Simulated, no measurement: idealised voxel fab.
A process module follows: voxel quadruple lines.
Shown is cross-section cut, with a width of 245 nm and square cells of size 5 nm.
When this document writes out a cross-section, it uses a grid of square cells and lists it as bands, beginning at the top and moving down, with a band standing for one or more rows of cells.
Band entry format. Leading values: height of top, height of bottom, nm. Remainder: materials in left-to-right order, each with its width in nm. Special words: "edge to edge" on a single material, which then fills the band edge to edge; "blank", empty space.
Heights are measured from 0, the level below which the as-received wafer is all one material; the lowest band has no bottom and continues downward, written as in "0 down".
The width entry "30..40" should be interpreted row by row: the top row of cells in the band takes the first number, the bottom row takes the second number, and the change between adjacent rows is uniform throughout.
You'll sometimes find "no alterations made" written for a step, and that's the way of saying that nowhere in the cross-section did a cell change during that step.
So "Sealed cavities" is basically the list of trapped voids: any empty space of 8 cells or more that can't reach the top through an opening. They're written width x height at distance, the distance being from the left edge, and it's all nm.
Whatever follows a step's settings on its line is a remark the simulator itself makes about that step.
The optional step-line setting "overlay nm" applies to steps with a mask and quantifies how far to the right of its planned location the mask lay, a negative value indicating leftward placement.
Planned process steps:
1. RECEIVE: material Si
2. CONFORMAL_DEP: material Al2O3, thk nm 5
3. DIRECTIONAL_DEP: material W, thk nm 10
4. DIRECTIONAL_DEP: material polySi, thk nm 20
5. DIRECTIONAL_DEP: material aC, thk nm 20
6. PATTERN: tone cover, mask id MANDREL, material resist, width nm 35, pitch nm 100, thk nm 25, overlay nm 0
7. DIRECTIONAL_ETCH: etch materials aC, depth nm 20
8. STRIP: etch materials resist
9. CONFORMAL_DEP: material SiO2, thk nm 15
10. DIRECTIONAL_ETCH: etch materials SiO2, depth nm 15
11. STRIP: etch materials aC
12. DIRECTIONAL_ETCH: etch materials polySi, depth nm 20
13. STRIP: etch materials SiO2
14. CONFORMAL_DEP: material SiN, thk nm 10
15. DIRECTIONAL_ETCH: etch materials SiN, depth nm 10
16. STRIP: etch materials polySi
17. DIRECTIONAL_ETCH: etch materials W, depth nm 10
18. STRIP: etch materials SiN
Incoming wafer in cross-section (state: after step 1):
0 down = Si edge to edge
Sealed cavities: none
Result of the module, cross-sectioned: start per above, plan per above, one error in how it was run:
15 to 5 = 25 of blank, 10 of W, 15 of blank, 10 of W, 25 of blank, 10 of W, 15 of blank, 10 of W, 5 of blank, 10 of W, 15 of blank, 10 of W, 25 of blank, 10 of W, 15 of blank, 10 of W, 25 of blank
5 to 0 = Al2O3 edge to edge
0 down = Si edge to edge
Sealed cavities: none
Plan not followed: planned and actual differ for step 6; actual: PATTERN: tone cover, mask id MANDREL, material resist, width nm 45, pitch nm 100, thk nm 25, overlay nm 0
